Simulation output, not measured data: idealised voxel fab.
process module | voxel transistor to metal
cross-section cut | 155 nm wide | cells 5 nm
A cross-section is a grid of square cells, given in bands from the top down. A band is one or more rows of cells.
Each band's line starts with the height of the band's top and of its bottom, in nm. Then come its materials from left to right, each with its width in nm. One material with "throughout" fills the band from edge to edge. "air" is empty space.
Height 0 is the level under which the wafer as received is all one material. The lowest band goes on downwards, as in "0 down".
A width such as "30 to 40" changes by the same amount from each row of cells to the next, from the band's top row to its bottom row.
"no change" after a step means that no cell of the cross-section changed.
closed voids: empty space of 8 cells or more with no open way to the top, each as width x height at its distance from the left edge, in nm
after a step's settings: what the simulator itself notes on the step
overlay nm, on a step with a mask: how far to the right of its planned place the mask lay; to the left if negative
plan
1 op RECEIVE | material Si
2 op OXIDIZE | depth nm 5
3 op CONFORMAL_DEP | material SiN | thk nm 15
4 op MASKED_ETCH | tone cover | mask id ACTIVE | width nm 105 | etch materials SiN | depth nm 15 | overlay nm 0
5 op MASKED_ETCH | tone cover | mask id ACTIVE | width nm 105 | etch materials SiO2 | depth nm 5 | overlay nm 0
6 op MASKED_ETCH | tone cover | mask id ACTIVE | width nm 105 | etch materials Si | depth nm 35 | overlay nm 0
7 op OXIDIZE | depth nm 5
8 op FILL_DEP | material SiO2 | thk nm 10
9 op CMP | height nm 15
10 op SELECTIVE_ETCH | etch materials SiO2 | depth nm 10
11 op STRIP | etch materials SiN
12 op SELECTIVE_ETCH | etch materials SiO2 | depth nm 5
13 op OXIDIZE | depth nm 5
14 op DIRECTIONAL_DEP | material polySi | thk nm 25
15 op DIRECTIONAL_DEP | material SiCN | thk nm 15
16 op DIRECTIONAL_DEP | material aC | thk nm 10
17 op PATTERN | tone cover | mask id GATE | material resist | width nm 15 | thk nm 25 | overlay nm 0
18 op DIRECTIONAL_ETCH | etch materials aC | depth nm 10
19 op STRIP | etch materials resist
20 op DIRECTIONAL_ETCH | etch materials SiCN | depth nm 25
21 op DIRECTIONAL_ETCH | etch materials polySi | depth nm 35
22 op STRIP | etch materials aC
23 op CONFORMAL_DEP | material SiO2 | thk nm 5
24 op DIRECTIONAL_ETCH | etch materials SiO2 | depth nm 5
25 op CONFORMAL_DEP | material SiN | thk nm 10
26 op DIRECTIONAL_ETCH | etch materials SiN | depth nm 10
27 op DIRECTIONAL_ETCH | etch materials SiO2 | depth nm 5
28 op DIRECTIONAL_ETCH | etch materials Si | depth nm 5
29 op EPI | material pSi | thk nm 10
30 op FILL_DEP | material SiO2 | thk nm 5
31 op CMP | height nm 35
32 op DIRECTIONAL_DEP | material SiO2 | thk nm 15
33 op PATTERN | tone open | mask id CONTACT | material resist | width nm 20 | pitch nm 65 | thk nm 20 | overlay nm -15
34 op DIRECTIONAL_ETCH | etch materials SiO2 | depth nm 50
35 op STRIP | etch materials resist
36 op CONFORMAL_DEP | material TiN | thk nm 5
37 op FILL_DEP | material W | thk nm 5
38 op CMP | height nm 50
39 op CONFORMAL_DEP | material SiCN | thk nm 5
40 op DIRECTIONAL_DEP | material SiO2 | thk nm 25
41 op PATTERN | tone open | mask id METAL_1 | material resist | width nm 20 | pitch nm 65 | thk nm 15 | overlay nm 0
42 op DIRECTIONAL_ETCH | etch materials SiO2 | depth nm 25
43 op DIRECTIONAL_ETCH | etch materials SiCN | depth nm 5
44 op STRIP | etch materials resist
45 op CONFORMAL_DEP | material TiN | thk nm 5
46 op FILL_DEP | material W | thk nm 5
47 op CMP | height nm 80
48 op EPI | material Ru | thk nm 5
49 op FILL_DEP | material SiCN | thk nm 5
varied across the wafers: overlay nm of step 33. The plan shows the first wafer's value. All wafers start alike
first wafer as received, after step 1
  0 down: Si throughout
  closed voids: none
each wafer at the end: cells of each material gained (+) or lost (-) since it was received, then its closed voids
overlay nm -15 | +12 Ru | -154 Si | +82 SiCN | +36 SiN | +429 SiO2 | +72 TiN | +42 W | +24 pSi | +15 polySi | closed voids: none
overlay nm -10 | +12 Ru | -154 Si | +82 SiCN | +36 SiN | +429 SiO2 | +72 TiN | +42 W | +24 pSi | +15 polySi | closed voids: none
overlay nm -5 | +12 Ru | -154 Si | +82 SiCN | +36 SiN | +422 SiO2 | +72 TiN | +49 W | +24 pSi | +15 polySi | closed voids: none
overlay nm 0 | +12 Ru | -154 Si | +82 SiCN | +36 SiN | +415 SiO2 | +72 TiN | +56 W | +24 pSi | +15 polySi | closed voids: none
overlay nm 5 | +12 Ru | -154 Si | +82 SiCN | +36 SiN | +422 SiO2 | +72 TiN | +49 W | +24 pSi | +15 polySi | closed voids: none
overlay nm 10 | +12 Ru | -154 Si | +82 SiCN | +36 SiN | +429 SiO2 | +72 TiN | +42 W | +24 pSi | +15 polySi | closed voids: none
overlay nm 15 | +12 Ru | -154 Si | +82 SiCN | +36 SiN | +429 SiO2 | +72 TiN | +42 W | +24 pSi | +15 polySi | closed voids: none
